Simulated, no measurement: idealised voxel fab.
process module | voxel trench capacitor
cross-section cut | 170 nm wide | cells 5 nm
A cross-section is a grid of square cells, given in bands from the top down. A band is one or more rows of cells.
Each band's line starts with the height of the band's top and of its bottom, in nm. Then come its materials from left to right, each with its width in nm. One material with "throughout" fills the band from edge to edge. "air" is empty space.
Height 0 is the level under which the wafer as received is all one material. The lowest band goes on downwards, as in "0 down".
A width such as "30 to 40" changes by the same amount from each row of cells to the next, from the band's top row to its bottom row.
"no change" after a step means that no cell of the cross-section changed.
closed voids: empty space of 8 cells or more with no open way to the top, each as width x height at its distance from the left edge, in nm
after a step's settings: what the simulator itself notes on the step
overlay nm, on a step with a mask: how far to the right of its planned place the mask lay; to the left if negative
plan
1 op RECEIVE | material Si
2 op CONFORMAL_DEP | material SiN | thk nm 10
3 op DIRECTIONAL_DEP | material aC | thk nm 15
4 op PATTERN | tone open | mask id TRENCH | material resist | width nm 25 | pitch nm 45 | thk nm 35 | overlay nm 0
5 op DIRECTIONAL_ETCH | etch materials aC | depth nm 15
6 op STRIP | etch materials resist
7 op DIRECTIONAL_ETCH | etch materials SiN | depth nm 10
8 op DIRECTIONAL_ETCH | etch materials Si | depth nm 40
9 op STRIP | etch materials aC
10 op CONFORMAL_DEP | material Al2O3 | thk nm 5
11 op CONFORMAL_DEP | material TiN | thk nm 5
12 op FILL_DEP | material W | thk nm 5
13 op CMP | height nm 10
as received, after step 1
  0 down: Si throughout
  closed voids: none
first wafer at the end, as planned
  10 to 0: SiN 25 | Al2O3 5 | TiN 5 | W 5 | TiN 5 | Al2O3 5 | SiN 20 | Al2O3 5 | TiN 5 | W 5 | TiN 5 | Al2O3 5 | SiN 20 | Al2O3 5 | TiN 5 | W 5 | TiN 5 | Al2O3 5 | SiN 30
  0 to -30: Si 25 | Al2O3 5 | TiN 5 | W 5 | TiN 5 | Al2O3 5 | Si 20 | Al2O3 5 | TiN 5 | W 5 | TiN 5 | Al2O3 5 | Si 20 | Al2O3 5 | TiN 5 | W 5 | TiN 5 | Al2O3 5 | Si 30
  -30 to -35: Si 25 | Al2O3 5 | TiN 15 | Al2O3 5 | Si 20 | Al2O3 5 | TiN 15 | Al2O3 5 | Si 20 | Al2O3 5 | TiN 15 | Al2O3 5 | Si 30
  -35 to -40: Si 25 | Al2O3 25 | Si 20 | Al2O3 25 | Si 20 | Al2O3 25 | Si 30
  -40 down: Si throughout
  closed voids: none
second wafer at the end: like start, like plan, one mistake
  10 to 0: SiN 35 | Al2O3 5 | TiN 5 | W 5 | TiN 5 | Al2O3 5 | SiN 20 | Al2O3 5 | TiN 5 | W 5 | TiN 5 | Al2O3 5 | SiN 20 | Al2O3 5 | TiN 5 | W 5 | TiN 5 | Al2O3 5 | SiN 20
  0 to -30: Si 35 | Al2O3 5 | TiN 5 | W 5 | TiN 5 | Al2O3 5 | Si 20 | Al2O3 5 | TiN 5 | W 5 | TiN 5 | Al2O3 5 | Si 20 | Al2O3 5 | TiN 5 | W 5 | TiN 5 | Al2O3 5 | Si 20
  -30 to -35: Si 35 | Al2O3 5 | TiN 15 | Al2O3 5 | Si 20 | Al2O3 5 | TiN 15 | Al2O3 5 | Si 20 | Al2O3 5 | TiN 15 | Al2O3 5 | Si 20
  -35 to -40: Si 35 | Al2O3 25 | Si 20 | Al2O3 25 | Si 20 | Al2O3 25 | Si 20
  -40 down: Si throughout
  closed voids: none
what went wrong: step 4 ran as: op PATTERN | tone open | mask id TRENCH | material resist | width nm 25 | pitch nm 45 | thk nm 35 | overlay nm 10
at the end the second wafer has, in cells: as many of each material as the first, in other places
